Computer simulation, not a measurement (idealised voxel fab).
The process module that follows is named voxel self aligned contacts.
Cross-sectional view cut (width: 185 nm; square cell size: 5 nm).
If you're reading a cross-section in this doc, picture square cells in a grid; it comes to you as bands, top ones listed first down to the bottom, and a band can be one or more rows of cells. It is stipulated that each band's entry specify, in nanometres, the height of the top of the band and then that of its bottom, followed by the materials of the band in left-to-right sequence, each together with its width in nanometres. A single material marked by the word "all across" is understood to fill the band from edge to edge; the word "blank" is understood to denote empty space. Heights are expressed relative to 0, this being the level below which the as-received wafer comprises one material exclusively. The lowest band is unbounded in the downward direction and is denoted as in "0 nm and below". It should be noted that a width expressed as "30..40" varies in equal increments from row to row of cells within the band, taking the value of the first number at the top row and that of the second number at the bottom row. "nothing got changed", as given for a step, is the statement that not any cell of the cross-section underwent a change during that step. Closed-off voids of 8+ cells (no open route to the top) go in "Enclosed void inventory", written width x height at distance from the left edge, in nm. On a step's line, text after the settings is the simulator commenting on that step. "overlay nm" denotes, for a step that has a mask, the displacement of the mask to the right of its planned place, with negative values corresponding to the left.
[List of planned process steps]
1: RECEIVE,material Si
2: CONFORMAL_DEP,material SiO2,thk nm 5
3: DIRECTIONAL_DEP,material polySi,thk nm 20
4: DIRECTIONAL_DEP,material SiN,thk nm 15
5: PATTERN,tone cover,mask id GATE,material resist,width nm 30,pitch nm 60,thk nm 15,overlay nm 0
6: DIRECTIONAL_ETCH,etch materials SiN,depth nm 15
7: DIRECTIONAL_ETCH,etch materials polySi,depth nm 20
8: STRIP,etch materials resist
9: CONFORMAL_DEP,material SiN,thk nm 5
10: DIRECTIONAL_ETCH,etch materials SiN,depth nm 5
11: FILL_DEP,material SiO2,thk nm 15
12: CMP,height nm 45
13: MASKED_ETCH,tone open,mask id CONTACT,width nm 40,pitch nm 60,etch materials SiO2,depth nm 45,overlay nm 0
14: CONFORMAL_DEP,material TiN,thk nm 5
15: FILL_DEP,material W,thk nm 5
16: CMP,height nm 45
17: CONFORMAL_DEP,material SiCN,thk nm 5
[Step 1 complete: cross-section of the wafer as received]
0 nm and below: Si all across
Enclosed void inventory: none
[Cross-sectional view of the first of the two wafers upon completion of the module, processed in accordance with the plan]
50 nm to 45 nm: SiCN all across
45 nm to 40 nm: 40 of SiO2 | 15 of TiN | 10 of W | 15 of TiN | 20 of SiO2 | 15 of TiN | 10 of W | 15 of TiN | 45 of SiO2
40 nm to 25 nm: 10 of SiO2 | 40 of SiN | 5 of TiN | 10 of W | 5 of TiN | 40 of SiN | 5 of TiN | 10 of W | 5 of TiN | 40 of SiN | 15 of SiO2
25 nm to 5 nm: 10 of SiO2 | 5 of SiN | 30 of polySi | 5 of SiN | 5 of TiN | 10 of W | 5 of TiN | 5 of SiN | 30 of polySi | 5 of SiN | 5 of TiN | 10 of W | 5 of TiN | 5 of SiN | 30 of polySi | 5 of SiN | 15 of SiO2
5 nm to 0 nm: 50 of SiO2 | 20 of TiN | 40 of SiO2 | 20 of TiN | 55 of SiO2
0 nm and below: Si all across
Enclosed void inventory: none
[The second wafer, shown in cross-section after the module: started the same way as the first and given the same plan, yet one mistake crept into how it was run]
50 nm to 45 nm: SiCN all across
45 nm to 40 nm: 40 of SiO2 | 15 of TiN | 10 of W | 15 of TiN | 20 of SiO2 | 15 of TiN | 10 of W | 15 of TiN | 45 of SiO2
40 nm to 25 nm: 10 of SiO2 | 40 of SiN | 5 of TiN | 10 of W | 5 of TiN | 40 of SiN | 5 of TiN | 10 of W | 5 of TiN | 40 of SiN | 15 of SiO2
25 nm to 15 nm: 10 of SiO2 | 5 of SiN | 30 of polySi | 5 of SiN | 5 of TiN | 10 of W | 5 of TiN | 5 of SiN | 30 of polySi | 5 of SiN | 5 of TiN | 10 of W | 5 of TiN | 5 of SiN | 30 of polySi | 5 of SiN | 15 of SiO2
15 nm to 10 nm: 10 of SiO2 | 5 of SiN | 30 of polySi | 5 of SiN | 20 of TiN | 5 of SiN | 30 of polySi | 5 of SiN | 20 of TiN | 5 of SiN | 30 of polySi | 5 of SiN | 15 of SiO2
10 nm to 5 nm: 15 of SiN | 30 of polySi | 30 of SiN | 30 of polySi | 30 of SiN | 30 of polySi | 20 of SiN
5 nm to 0 nm: SiO2 all across
0 nm and below: Si all across
Enclosed void inventory: none
What was done differently from what was planned? mixed up steps 9 and 10 - ran each in the other's place
The final cell counts differ between the wafers, with the second having more or fewer of some materials than the first: 13 more of SiN, 3 more of SiO2, 8 fewer of TiN, 8 fewer of W
